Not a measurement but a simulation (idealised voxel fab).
The document below concerns the process module designated voxel double patterning.
We display cut, a cross-section 155 nm in width whose square cells are each 5 nm.
Cross-section layout: square cells on a grid; listed as bands, top to bottom; a band spans one or more cell rows.
Top, bottom (nm), then materials left to right with widths (nm); lone material tagged "edge to edge" fills the whole band edge to edge; "air" = empty space.
Convention: height 0 is the level below which the wafer, as received, is all one material. The lowest band does not terminate at the bottom but continues downward, represented as "0 -> down".
You'd read "30 to 40" like this: the band's top row of cells is as wide as the first number, its bottom row is as wide as the second, and going down, every row changes width by the same amount as the row before did.
Any step labelled "nothing different" changed none of the cells in the cross-section.
"Voids, sealed" means: voids of 8 cells or more that are shut off from the top with no open way through. Written width x height at distance, distance from the left edge, in nm.
That trailing text on a step's line, after the settings, is the simulator's own remark on the step.
"overlay nm", when on a step's line for a step with a mask, measures how far to the right of its planned place the mask lay; a negative measure means to the left.
[plan]
step 1: RECEIVE, material Si
step 2: CONFORMAL_DEP, material SiO2, thk nm 10
step 3: DIRECTIONAL_DEP, material TiN, thk nm 15
step 4: DIRECTIONAL_DEP, material SiCN, thk nm 10
step 5: DIRECTIONAL_DEP, material aC, thk nm 15
step 6: PATTERN, tone open, mask id FIRST, material resist, width nm 15, pitch nm 50, thk nm 35, overlay nm 0
step 7: DIRECTIONAL_ETCH, etch materials aC, depth nm 15
step 8: STRIP, etch materials resist
step 9: DIRECTIONAL_ETCH, etch materials SiCN, depth nm 10
step 10: STRIP, etch materials aC
step 11: MASKED_ETCH, tone open, mask id SECOND, width nm 15, pitch nm 50, etch materials SiCN, depth nm 10, overlay nm 0
step 12: DIRECTIONAL_ETCH, etch materials TiN, depth nm 15
step 13: STRIP, etch materials SiCN
[On the first of the two wafers: run conducted according to plan]
[Incoming wafer, cross-sectional view, post step 1]
> 0 -> down  Si edge to edge
> Voids, sealed: none
[The wafer in cross-section once step 2 is complete]
> 10 -> 0  SiO2 edge to edge
> Under the height 0 nothing was changed.
[The wafer in cross-section once step 3 is complete]
> 25 -> 10  TiN edge to edge
> Under the height 10 nothing was changed.
[The wafer in cross-section once step 4 is complete]
> 35 -> 25  SiCN edge to edge
> Under the height 25 nothing was changed.
[The wafer in cross-section once step 5 is complete]
> 50 -> 35  aC edge to edge
> Under the height 35 nothing was changed.
[The wafer in cross-section once step 6 is complete]
> 85 -> 50  resist: 20  air: 15  resist: 35  air: 15  resist: 35  air: 15  resist: 20
> Under the height 50 nothing was changed.
[The wafer in cross-section once step 7 is complete]
> 70 -> 50  resist: 20  air: 15  resist: 35  air: 15  resist: 35  air: 15  resist: 20
> 50 -> 35  aC: 20  air: 15  aC: 35  air: 15  aC: 35  air: 15  aC: 20
> Under the height 35 nothing was changed.
[The wafer in cross-section once step 8 is complete]
> 50 -> 35  aC: 20  air: 15  aC: 35  air: 15  aC: 35  air: 15  aC: 20
> Under the height 35 nothing was changed.
[The wafer in cross-section once step 9 is complete]
> 50 -> 35  aC: 20  air: 15  aC: 35  air: 15  aC: 35  air: 15  aC: 20
> 35 -> 25  SiCN: 20  air: 15  SiCN: 35  air: 15  SiCN: 35  air: 15  SiCN: 20
> Under the height 25 nothing was changed.
[The wafer in cross-section once step 10 is complete]
> 35 -> 25  SiCN: 20  air: 15  SiCN: 35  air: 15  SiCN: 35  air: 15  SiCN: 20
> Under the height 25 nothing was changed.
[The wafer in cross-section once step 11 is complete]
> 35 -> 25  SiCN: 20  air: 15  SiCN: 10  air: 15  SiCN: 10  air: 15  SiCN: 10  air: 15  SiCN: 10  air: 15  SiCN: 20
> Under the height 25 nothing was changed.
[The wafer in cross-section once step 12 is complete]
> 35 -> 25  SiCN: 20  air: 15  SiCN: 10  air: 15  SiCN: 10  air: 15  SiCN: 10  air: 15  SiCN: 10  air: 15  SiCN: 20
> 25 -> 10  TiN: 20  air: 15  TiN: 10  air: 15  TiN: 10  air: 15  TiN: 10  air: 15  TiN: 10  air: 15  TiN: 20
> Under the height 10 nothing was changed.
[The wafer in cross-section once step 13 is complete]
> 25 -> 10  TiN: 20  air: 15  TiN: 10  air: 15  TiN: 10  air: 15  TiN: 10  air: 15  TiN: 10  air: 15  TiN: 20
> Under the height 10 nothing was changed.
[Wafer two of two - same starting point, same process plan, one mistake in execution; matches wafer one up to and including step 1]
[when step 2 should have ended]
> 10 -> 0  aC edge to edge
> Under the height 0 nothing was changed.
[when step 3 should have ended]
> 25 -> 10  TiN edge to edge
> Under the height 10 nothing was changed.
[when step 4 should have ended]
> 35 -> 25  SiCN edge to edge
> Under the height 25 nothing was changed.
[when step 5 should have ended]
> 50 -> 35  aC edge to edge
> Under the height 35 nothing was changed.
[when step 6 should have ended]
> 85 -> 50  resist: 20  air: 15  resist: 35  air: 15  resist: 35  air: 15  resist: 20
> Under the height 50 nothing was changed.
[when step 7 should have ended]
> 70 -> 50  resist: 20  air: 15  resist: 35  air: 15  resist: 35  air: 15  resist: 20
> 50 -> 35  aC: 20  air: 15  aC: 35  air: 15  aC: 35  air: 15  aC: 20
> Under the height 35 nothing was changed.
[when step 8 should have ended]
> 50 -> 35  aC: 20  air: 15  aC: 35  air: 15  aC: 35  air: 15  aC: 20
> Under the height 35 nothing was changed.
[when step 9 should have ended]
> 50 -> 35  aC: 20  air: 15  aC: 35  air: 15  aC: 35  air: 15  aC: 20
> 35 -> 25  SiCN: 20  air: 15  SiCN: 35  air: 15  SiCN: 35  air: 15  SiCN: 20
> Under the height 25 nothing was changed.
[when step 10 should have ended]
> 35 -> 25  SiCN: 20  air: 15  SiCN: 35  air: 15  SiCN: 35  air: 15  SiCN: 20
> Under the height 25 nothing was changed.
[when step 11 should have ended]
> 35 -> 25  SiCN: 20  air: 15  SiCN: 10  air: 15  SiCN: 10  air: 15  SiCN: 10  air: 15  SiCN: 10  air: 15  SiCN: 20
> Under the height 25 nothing was changed.
[when step 12 should have ended]
> 35 -> 25  SiCN: 20  air: 15  SiCN: 10  air: 15  SiCN: 10  air: 15  SiCN: 10  air: 15  SiCN: 10  air: 15  SiCN: 20
> 25 -> 10  TiN: 20  air: 15  TiN: 10  air: 15  TiN: 10  air: 15  TiN: 10  air: 15  TiN: 10  air: 15  TiN: 20
> Under the height 10 nothing was changed.
[when step 13 should have ended]
> 25 -> 10  TiN: 20  air: 15  TiN: 10  air: 15  TiN: 10  air: 15  TiN: 10  air: 15  TiN: 10  air: 15  TiN: 20
> Under the height 10 nothing was changed.
Deviation from plan: step 2 changed vs plan, executed as CONFORMAL_DEP, material aC, thk nm 10
Final difference in cells, second wafer against first, listed per material as more or fewer: -62 SiO2 | +62 aC
